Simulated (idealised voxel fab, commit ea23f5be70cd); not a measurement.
The following process module bears the name voxel capacitor over wiring.
Xsec cut, 155 nm wide, square cell size 5 nm.
In this document a cross-section is written as a grid of square cells. It is given as a series of bands, listed from the top down, and a band is one or more rows of cells.
Per band: top height and bottom height in nm, followed by the left-to-right materials and their widths in nm; "full width" marks a single material spanning edge to edge, "empty" marks empty space.
Height 0 is the level under which the wafer as received is all one material. The lowest band goes on downwards, as in "top 0, no bottom".
So if you see something like "30 to 40" for the width, read it as the top row of the band sitting at the first number and the bottom row at the second, with every row in between moving by the same amount as the last.
"remained unchanged", as given for a step, is the statement that not any cell of the cross-section underwent a change during that step.
So "closed voids" is basically the list of trapped voids: any empty space of 8 cells or more that can't reach the top through an opening. They're written width x height at distance, the distance being from the left edge, and it's all nm.
Past the settings on a step's line: simulator remark, on that step.
"overlay nm" on a masked step: distance the mask lay right of its planned place, negative for left.
-- Below is the list of planned process steps
1) RECEIVE, material Si
2) CONFORMAL_DEP, material SiO2, thk nm 15
3) CONFORMAL_DEP, material SiN, thk nm 5
4) DIRECTIONAL_DEP, material SiO2, thk nm 25
5) PATTERN, tone open, mask id METAL_1, material resist, width nm 25, pitch nm 80, thk nm 15, overlay nm 0
6) DIRECTIONAL_ETCH, etch materials SiO2, depth nm 25
7) DIRECTIONAL_ETCH, etch materials SiN, depth nm 5
8) STRIP, etch materials resist
9) CONFORMAL_DEP, material TiN, thk nm 5
10) FILL_DEP, material Cu, thk nm 10
11) CMP, height nm 45
12) CONFORMAL_DEP, material SiCN, thk nm 5
13) DIRECTIONAL_DEP, material lowk, thk nm 20
14) DIRECTIONAL_DEP, material aC, thk nm 10
15) PATTERN, tone open, mask id PLUG_1, material resist, width nm 15, thk nm 30, overlay nm 0
16) DIRECTIONAL_ETCH, etch materials aC, depth nm 10
17) STRIP, etch materials resist
18) DIRECTIONAL_ETCH, etch materials lowk, depth nm 20
19) DIRECTIONAL_ETCH, etch materials SiCN, depth nm 5
20) STRIP, etch materials aC
21) EPI, material Ru, thk nm 10
22) EPI, material Ru, thk nm 10
23) EPI, material Ru, thk nm 5
24) DIRECTIONAL_DEP, material TiN, thk nm 5
25) DIRECTIONAL_DEP, material SiN, thk nm 5
26) DIRECTIONAL_DEP, material TiN, thk nm 10
27) MASKED_ETCH, tone cover, mask id UPPER_PLATE, width nm 60, etch materials TiN, depth nm 10, overlay nm 0
28) MASKED_ETCH, tone cover, mask id UPPER_PLATE, width nm 60, etch materials SiN, depth nm 5, overlay nm 0
29) MASKED_ETCH, tone cover, mask id LOWER_PLATE, width nm 70, etch materials TiN, depth nm 5, overlay nm 0
30) FILL_DEP, material SiO2, thk nm 20
31) CMP, height nm 105
32) MASKED_ETCH, tone open, mask id PLUG_2, width nm 15, etch materials SiO2, depth nm 15, overlay nm 0
33) CONFORMAL_DEP, material TiN, thk nm 5
34) FILL_DEP, material W, thk nm 5
35) CMP, height nm 105
36) CONFORMAL_DEP, material SiN, thk nm 5
-- Here's what the wafer looked like in cross-section when it arrived - that's after step 1
* top 0, no bottom  Si full width
* closed voids: none
-- Post-module cross-section: identical start and plan to those above, one misstep in execution
* top 110, bottom 105  SiN full width
* top 105, bottom 95  45 nm SiO2 | 5 nm TiN | 5 nm W | 5 nm TiN | 95 nm SiO2
* top 95, bottom 90  45 nm SiO2 | 15 nm TiN | 95 nm SiO2
* top 90, bottom 85  SiO2 full width
* top 85, bottom 75  35 nm SiO2 | 60 nm TiN | 60 nm SiO2
* top 75, bottom 70  30 nm SiO2 | 70 nm TiN | 55 nm SiO2
* top 70, bottom 50  35 nm lowk | 15 nm Ru | 105 nm lowk
* top 50, bottom 45  35 nm SiCN | 15 nm Ru | 105 nm SiCN
* top 45, bottom 20  25 nm SiO2 | 5 nm TiN | 15 nm Cu | 5 nm TiN | 55 nm SiO2 | 5 nm TiN | 15 nm Cu | 5 nm TiN | 25 nm SiO2
* top 20, bottom 15  25 nm SiN | 25 nm TiN | 55 nm SiN | 25 nm TiN | 25 nm SiN
* top 15, bottom 0  SiO2 full width
* top 0, no bottom  Si full width
* closed voids: none
What was the processing mistake? step 25 of the plan did not run at all; it was left out
